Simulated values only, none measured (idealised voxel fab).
voxel capacitor over wiring: a process module
Square cell edge 5 nm, section width 185 nm, ID cut.
Cross-sections here: square-cell grids, written as top-down lists of bands, a band being one or more rows of cells. Look at the band entry: it leads with the top's height and the bottom's height in nm. Then it lists the materials left to right, with a width in nm for each. The word "throughout" on a single material says that material fills the band edge to edge. The word "air" is empty space. Beneath 0, the wafer as received is one material, and that level is where height counting begins. The lowest band goes on downward without a bottom; it is written like "0 -> down". A two-number width, for instance "30->40", indicates that the width is equal to the first number in the top row of the band and to the second number in the bottom row, and that it changes by a constant amount per row of cells. "same as before" after a step means that no cell of the cross-section changed. Empty spaces without an open route to the top, at least 8 cells in extent, make up the entry "Closed empty spaces"; each is given as width x height at distance, where the distance is measured from the left edge, and all are in nm. On each step's line, the part that comes after the settings is the simulator's own comment on the step. overlay nm: how far to the right of its planned place the mask lay on this masked step (negative: to the left).
[Process steps foreseen in the plan]
1 op RECEIVE | material Si
2 op CONFORMAL_DEP | material SiO2 | thk nm 10
3 op CONFORMAL_DEP | material SiCN | thk nm 5
4 op DIRECTIONAL_DEP | material lowk | thk nm 15
5 op MASKED_ETCH | tone open | mask id METAL_1 | width nm 30 | pitch nm 85 | etch materials lowk | depth nm 15 | overlay nm 0
6 op MASKED_ETCH | tone open | mask id METAL_1 | width nm 30 | pitch nm 85 | etch materials SiCN | depth nm 5 | overlay nm 0
7 op CONFORMAL_DEP | material TiN | thk nm 5
8 op FILL_DEP | material Cu | thk nm 5
9 op CMP | height nm 30
10 op CONFORMAL_DEP | material SiCN | thk nm 5
11 op DIRECTIONAL_DEP | material SiO2 | thk nm 10
12 op PATTERN | tone open | mask id PLUG_1 | material resist | width nm 15 | thk nm 20 | overlay nm 0
13 op DIRECTIONAL_ETCH | etch materials SiO2 | depth nm 10
14 op DIRECTIONAL_ETCH | etch materials SiCN | depth nm 5
15 op STRIP | etch materials resist
16 op CONFORMAL_DEP | material TiN | thk nm 5
17 op FILL_DEP | material Cu | thk nm 5
18 op CMP | height nm 45
19 op DIRECTIONAL_DEP | material TiN | thk nm 5
20 op DIRECTIONAL_DEP | material SiN | thk nm 5
21 op DIRECTIONAL_DEP | material TiN | thk nm 5
22 op PATTERN | tone cover | mask id UPPER_PLATE | material resist | width nm 60 | thk nm 20 | overlay nm 0
23 op DIRECTIONAL_ETCH | etch materials TiN | depth nm 5
24 op DIRECTIONAL_ETCH | etch materials SiN | depth nm 5
25 op STRIP | etch materials resist
26 op PATTERN | tone cover | mask id LOWER_PLATE | material resist | width nm 70 | thk nm 20 | overlay nm 0
27 op DIRECTIONAL_ETCH | etch materials TiN | depth nm 5
28 op STRIP | etch materials resist
29 op FILL_DEP | material SiO2 | thk nm 20
30 op CMP | height nm 75
31 op MASKED_ETCH | tone open | mask id PLUG_2 | width nm 15 | etch materials SiO2 | depth nm 15 | overlay nm 0
32 op CONFORMAL_DEP | material TiN | thk nm 5
33 op FILL_DEP | material Ru | thk nm 5
34 op CMP | height nm 75
35 op CONFORMAL_DEP | material SiCN | thk nm 5
[Received-state cross-section, reflecting completion of step 1]
* 0 -> down | Si throughout
* Closed empty spaces: none
[Final wafer profile in cross-section after the module, from the same start and plan as above, with one mistake made during processing]
* 80 -> 75 | SiCN throughout
* 75 -> 65 | SiO2: 60, TiN: 5, Ru: 5, TiN: 5, SiO2: 110
* 65 -> 60 | SiO2: 60, TiN: 15, SiO2: 110
* 60 -> 55 | SiO2: 50, SiN: 60, SiO2: 75
* 55 -> 50 | SiO2: 45, TiN: 70, SiO2: 70
* 50 -> 45 | TiN throughout
* 45 -> 35 | SiO2: 50, TiN: 5, Cu: 5, TiN: 5, SiO2: 120
* 35 -> 30 | SiCN: 50, TiN: 15, SiCN: 120
* 30 -> 15 | lowk: 35, TiN: 5, Cu: 20, TiN: 5, lowk: 55, TiN: 5, Cu: 20, TiN: 5, lowk: 35
* 15 -> 10 | SiCN: 35, TiN: 30, SiCN: 55, TiN: 30, SiCN: 35
* 10 -> 0 | SiO2 throughout
* 0 -> down | Si throughout
* Closed empty spaces: none
What went wrong in running the wafer? swap of plan steps 20 and 21 during execution
